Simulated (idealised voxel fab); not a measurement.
The following process module bears the name voxel fin reveal.
Displayed cross-section: cut, width of 235 nm, square cells sized 5 nm.
Notation: cross-section as square-cell grid; stated in bands, top first, going down; one or more cell rows per band.
Quick guide to a band line: top height, bottom height (nm) up front; then every material left to right with its width in nm. Only one material and it's marked "everywhere"? Then it fills the band edge to edge. And "blank" just means empty space.
Heights from 0 (as-received wafer is one material below). Bottom band endless downward, as "top 0, no bottom".
A two-number width, for instance "30 to 40", indicates that the width is equal to the first number in the top row of the band and to the second number in the bottom row, and that it changes by a constant amount per row of cells.
Basically "left unchanged" means that step didn't change any cell in the cross-section.
If an empty space has no open way to the top and is at least 8 cells in size, "Enclosed void list" lists it, written width x height at distance, where distance is measured from the left edge and every value is in nm.
Text after the settings on a step's line: the simulator's own remark on that step.
overlay nm: how far to the right of its planned place the mask lay on this masked step (negative: to the left).
plan
1: RECEIVE | material Si
2: CONFORMAL_DEP | material SiN | thk nm 5
3: PATTERN | tone cover | mask id FINS | material resist | width nm 15 | pitch nm 40 | thk nm 20 | overlay nm 0
4: DIRECTIONAL_ETCH | etch materials SiN | depth nm 5
5: DIRECTIONAL_ETCH | etch materials Si | depth nm 35
6: STRIP | etch materials resist
7: OXIDIZE | depth nm 5
8: FILL_DEP | material SiO2 | thk nm 5
9: CMP | height nm 5
10: SELECTIVE_ETCH | etch materials SiO2 | depth nm 15
11: STRIP | etch materials SiN
12: CONFORMAL_DEP | material SiO2 | thk nm 5
As-received wafer cross-section (after step 1)
top 0, no bottom | Si everywhere
Enclosed void list: none
First of two wafers at the end of the module, shown in cross-section; run carried out as planned
top 5, bottom 0 | 50 of blank  15 of SiO2  25 of blank  15 of SiO2  25 of blank  15 of SiO2  25 of blank  15 of SiO2  50 of blank
top 0, bottom -5 | 50 of blank  5 of SiO2  5 of Si  5 of SiO2  25 of blank  5 of SiO2  5 of Si  5 of SiO2  25 of blank  5 of SiO2  5 of Si  5 of SiO2  25 of blank  5 of SiO2  5 of Si  5 of SiO2  50 of blank
top -5, bottom -40 | 55 of SiO2  5 of Si  35 of SiO2  5 of Si  35 of SiO2  5 of Si  35 of SiO2  5 of Si  55 of SiO2
top -40, no bottom | Si everywhere
Enclosed void list: none
Cross-section at end of module for the second wafer of two, which matched the first in starting point and plan and differed by one mistake in its processing
top 5, bottom 0 | 50 of blank  15 of SiO2  25 of blank  15 of SiO2  25 of blank  15 of SiO2  25 of blank  15 of SiO2  50 of blank
top 0, bottom -20 | 50 of blank  5 of SiO2  5 of Si  5 of SiO2  25 of blank  5 of SiO2  5 of Si  5 of SiO2  25 of blank  5 of SiO2  5 of Si  5 of SiO2  25 of blank  5 of SiO2  5 of Si  5 of SiO2  50 of blank
top -20, bottom -40 | 55 of SiO2  5 of Si  35 of SiO2  5 of Si  35 of SiO2  5 of Si  35 of SiO2  5 of Si  55 of SiO2
top -40, no bottom | Si everywhere
Enclosed void list: none
what went wrong: regarding the plan, step 10 was run twice
Per the end-of-run cell counts, the second wafer holds more or fewer of some materials than the first: SiO2: 105 fewer
